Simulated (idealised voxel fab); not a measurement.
process module | voxel capacitor over wiring
cross-section cut | 155 nm wide | cells 5 nm
A cross-section is a grid of square cells, given in bands from the top down. A band is one or more rows of cells.
Each band's line starts with the height of the band's top and of its bottom, in nm. Then come its materials from left to right, each with its width in nm. One material with "throughout" fills the band from edge to edge. "air" is empty space.
Height 0 is the level under which the wafer as received is all one material. The lowest band goes on downwards, as in "0 down".
A width such as "30 to 40" changes by the same amount from each row of cells to the next, from the band's top row to its bottom row.
"no change" after a step means that no cell of the cross-section changed.
closed voids: empty space of 8 cells or more with no open way to the top, each as width x height at its distance from the left edge, in nm
after a step's settings: what the simulator itself notes on the step
overlay nm, on a step with a mask: how far to the right of its planned place the mask lay; to the left if negative
plan
1 op RECEIVE | material Si
2 op CONFORMAL_DEP | material SiO2 | thk nm 10
3 op CONFORMAL_DEP | material SiN | thk nm 5
4 op DIRECTIONAL_DEP | material SiO2 | thk nm 25
5 op DIRECTIONAL_DEP | material aC | thk nm 10
6 op PATTERN | tone open | mask id METAL_1 | material resist | width nm 25 | pitch nm 80 | thk nm 25 | overlay nm 0
7 op DIRECTIONAL_ETCH | etch materials aC | depth nm 10
8 op STRIP | etch materials resist
9 op DIRECTIONAL_ETCH | etch materials SiO2 | depth nm 25
10 op DIRECTIONAL_ETCH | etch materials SiN | depth nm 5
11 op STRIP | etch materials aC
12 op CONFORMAL_DEP | material TiN | thk nm 5
13 op FILL_DEP | material Cu | thk nm 5
14 op CMP | height nm 40
15 op CONFORMAL_DEP | material SiCN | thk nm 5
16 op DIRECTIONAL_DEP | material lowk | thk nm 15
17 op DIRECTIONAL_DEP | material aC | thk nm 15
18 op PATTERN | tone open | mask id PLUG_1 | material resist | width nm 15 | thk nm 30 | overlay nm 0
19 op DIRECTIONAL_ETCH | etch materials aC | depth nm 15
20 op STRIP | etch materials resist
21 op DIRECTIONAL_ETCH | etch materials lowk | depth nm 15
22 op DIRECTIONAL_ETCH | etch materials SiCN | depth nm 5
23 op STRIP | etch materials aC
24 op EPI | material Ru | thk nm 10
25 op EPI | material Ru | thk nm 10
26 op DIRECTIONAL_DEP | material TiN | thk nm 5
27 op DIRECTIONAL_DEP | material Al2O3 | thk nm 5
28 op DIRECTIONAL_DEP | material TiN | thk nm 5
29 op PATTERN | tone cover | mask id UPPER_PLATE | material resist | width nm 60 | thk nm 15 | overlay nm 0
30 op DIRECTIONAL_ETCH | etch materials TiN | depth nm 5
31 op DIRECTIONAL_ETCH | etch materials Al2O3 | depth nm 5
32 op STRIP | etch materials resist
33 op MASKED_ETCH | tone cover | mask id LOWER_PLATE | width nm 70 | etch materials TiN | depth nm 5 | overlay nm 0
34 op FILL_DEP | material SiO2 | thk nm 15
35 op CMP | height nm 85
36 op PATTERN | tone open | mask id PLUG_2 | material resist | width nm 15 | thk nm 15 | overlay nm 0
37 op DIRECTIONAL_ETCH | etch materials SiO2 | depth nm 10
38 op STRIP | etch materials resist
39 op CONFORMAL_DEP | material TiN | thk nm 5
40 op FILL_DEP | material W | thk nm 5
41 op CMP | height nm 85
42 op CONFORMAL_DEP | material SiN | thk nm 5
as received, after step 1
  0 down: Si throughout
  closed voids: none
a wafer at the end: this start, this plan, one mistake
  90 to 85: SiN throughout
  85 to 80: SiO2 35 | TiN 25 | SiO2 95
  80 to 75: SiO2 35 | Al2O3 25 | SiO2 95
  75 to 70: SiO2 30 | TiN 65 | SiO2 60
  70 to 65: SiO2 25 | Ru 35 | Al2O3 35 | SiO2 60
  65 to 60: SiO2 25 | Ru 35 | TiN 40 | SiO2 55
  60 to 45: lowk 35 | Ru 15 | lowk 105
  45 to 40: SiCN 35 | Ru 15 | SiCN 105
  40 to 15: SiO2 25 | TiN 5 | Cu 15 | TiN 5 | SiO2 55 | TiN 5 | Cu 15 | TiN 5 | SiO2 25
  15 to 10: SiN 25 | TiN 25 | SiN 55 | TiN 25 | SiN 25
  10 to 0: SiO2 throughout
  0 down: Si throughout
  closed voids: none
what went wrong: one of the steps 24 and 25, which are alike, was run twice
